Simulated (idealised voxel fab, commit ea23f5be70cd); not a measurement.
process module | voxel transistor to metal
cross-section cut | 210 nm wide | cells 5 nm
A cross-section is a grid of square cells, given in bands from the top down. A band is one or more rows of cells.
Each band's line starts with the height of the band's top and of its bottom, in nm. Then come its materials from left to right, each with its width in nm. One material with "throughout" fills the band from edge to edge. "air" is empty space.
Height 0 is the level under which the wafer as received is all one material. The lowest band goes on downwards, as in "0 down".
A width such as "30 to 40" changes by the same amount from each row of cells to the next, from the band's top row to its bottom row.
"no change" after a step means that no cell of the cross-section changed.
closed voids: empty space of 8 cells or more with no open way to the top, each as width x height at its distance from the left edge, in nm
after a step's settings: what the simulator itself notes on the step
overlay nm, on a step with a mask: how far to the right of its planned place the mask lay; to the left if negative
plan
1 op RECEIVE | material Si
2 op CONFORMAL_DEP | material SiO2 | thk nm 5
3 op CONFORMAL_DEP | material SiN | thk nm 15
4 op PATTERN | tone cover | mask id ACTIVE | material resist | width nm 115 | thk nm 15 | overlay nm 0
5 op DIRECTIONAL_ETCH | etch materials SiN | depth nm 15
6 op DIRECTIONAL_ETCH | etch materials SiO2 | depth nm 5
7 op DIRECTIONAL_ETCH | etch materials Si | depth nm 20
8 op STRIP | etch materials resist
9 op FILL_DEP | material SiO2 | thk nm 10
10 op CMP | height nm 20
11 op SELECTIVE_ETCH | etch materials SiO2 | depth nm 15
12 op STRIP | etch materials SiN
13 op SELECTIVE_ETCH | etch materials SiO2 | depth nm 5
14 op OXIDIZE | depth nm 5
15 op DIRECTIONAL_DEP | material polySi | thk nm 25
16 op DIRECTIONAL_DEP | material SiCN | thk nm 10
17 op PATTERN | tone cover | mask id GATE | material resist | width nm 25 | thk nm 20 | overlay nm 0
18 op DIRECTIONAL_ETCH | etch materials SiCN | depth nm 20
19 op DIRECTIONAL_ETCH | etch materials polySi | depth nm 35
20 op STRIP | etch materials resist
21 op CONFORMAL_DEP | material SiO2 | thk nm 5
22 op DIRECTIONAL_ETCH | etch materials SiO2 | depth nm 5
23 op CONFORMAL_DEP | material SiN | thk nm 10
24 op DIRECTIONAL_ETCH | etch materials SiN | depth nm 10
25 op DIRECTIONAL_ETCH | etch materials SiO2 | depth nm 5
26 op DIRECTIONAL_ETCH | etch materials Si | depth nm 15
27 op EPI | material pSi | thk nm 20
28 op FILL_DEP | material SiO2 | thk nm 10
29 op CMP | height nm 35
30 op DIRECTIONAL_DEP | material SiO2 | thk nm 15
31 op DIRECTIONAL_DEP | material aC | thk nm 15
32 op PATTERN | tone open | mask id CONTACT | material resist | width nm 30 | pitch nm 65 | thk nm 30 | overlay nm 0
33 op DIRECTIONAL_ETCH | etch materials aC | depth nm 15
34 op STRIP | etch materials resist
35 op DIRECTIONAL_ETCH | etch materials SiO2 | depth nm 35
36 op STRIP | etch materials aC
37 op CONFORMAL_DEP | material TiN | thk nm 5
38 op FILL_DEP | material W | thk nm 10
39 op CMP | height nm 50
40 op CONFORMAL_DEP | material SiCN | thk nm 5
41 op DIRECTIONAL_DEP | material lowk | thk nm 20
42 op DIRECTIONAL_DEP | material aC | thk nm 10
43 op PATTERN | tone open | mask id METAL_1 | material resist | width nm 15 | pitch nm 80 | thk nm 30 | overlay nm 0
44 op DIRECTIONAL_ETCH | etch materials aC | depth nm 10
45 op STRIP | etch materials resist
46 op DIRECTIONAL_ETCH | etch materials lowk | depth nm 20
47 op DIRECTIONAL_ETCH | etch materials SiCN | depth nm 5
48 op STRIP | etch materials aC
49 op CONFORMAL_DEP | material TiN | thk nm 5
50 op FILL_DEP | material W | thk nm 10
51 op CMP | height nm 75
52 op EPI | material Ru | thk nm 5
53 op FILL_DEP | material SiCN | thk nm 5
54 op DIRECTIONAL_DEP | material SiO2 | thk nm 30
55 op PATTERN | tone open | mask id METAL_2 | material resist | width nm 15 | pitch nm 80 | thk nm 20 | overlay nm 0
56 op DIRECTIONAL_ETCH | etch materials SiO2 | depth nm 20
57 op STRIP | etch materials resist
58 op MASKED_ETCH | tone open | mask id METAL_2_HOLES | width nm 15 | pitch nm 80 | etch materials SiO2 | depth nm 10 | overlay nm 0
59 op MASKED_ETCH | tone open | mask id METAL_2_HOLES | width nm 15 | pitch nm 80 | etch materials SiCN | depth nm 5 | overlay nm 0
60 op CONFORMAL_DEP | material TiN | thk nm 5
61 op FILL_DEP | material Cu | thk nm 10
62 op CMP | height nm 115
63 op CONFORMAL_DEP | material SiN | thk nm 5
as received, after step 1
  0 down: Si throughout
  closed voids: none
a wafer at the end: this start, this plan, one mistake
  120 to 115: SiN throughout
  115 to 85: SiO2 55 | TiN 5 | Cu 5 | TiN 5 | SiO2 65 | TiN 5 | Cu 5 | TiN 5 | SiO2 60
  85 to 80: SiCN 55 | TiN 15 | SiCN 65 | TiN 15 | SiCN 60
  80 to 75: SiCN 45 | Ru 35 | SiCN 45 | Ru 35 | SiCN 50
  75 to 55: lowk 50 | TiN 5 | W 15 | TiN 5 | lowk 55 | TiN 5 | W 15 | TiN 5 | lowk 55
  55 to 50: SiCN 50 | TiN 25 | SiCN 55 | TiN 25 | SiCN 55
  50 to 40: SiO2 55 | TiN 5 | W 20 | TiN 5 | SiO2 35 | TiN 5 | W 20 | TiN 5 | SiO2 60
  40 to 35: SiO2 55 | TiN 5 | W 10 | TiN 15 | SiO2 35 | TiN 15 | W 10 | TiN 5 | SiO2 60
  35 to 25: SiO2 55 | TiN 5 | W 10 | TiN 5 | SiN 10 | SiO2 5 | SiCN 25 | SiO2 5 | SiN 10 | TiN 5 | W 10 | TiN 5 | SiO2 60
  25 to 20: SiO2 55 | TiN 5 | W 10 | TiN 5 | SiN 10 | SiO2 5 | polySi 25 | SiO2 5 | SiN 10 | TiN 5 | W 10 | TiN 5 | SiO2 60
  20 to 15: SiO2 55 | TiN 20 | SiN 10 | SiO2 5 | polySi 25 | SiO2 5 | SiN 10 | TiN 20 | SiO2 60
  15 to 0: SiO2 55 | pSi 20 | SiN 10 | SiO2 5 | polySi 25 | SiO2 5 | SiN 10 | pSi 20 | SiO2 60
  0 to -5: SiO2 40 | pSi 35 | SiO2 55 | pSi 35 | SiO2 45
  -5 to -20: SiO2 45 | pSi 30 | Si 55 | pSi 30 | SiO2 50
  -20 down: Si throughout
  closed voids: none
what went wrong: step 43 ran as: op PATTERN | tone open | mask id METAL_1 | material resist | width nm 25 | pitch nm 80 | thk nm 30 | overlay nm 0
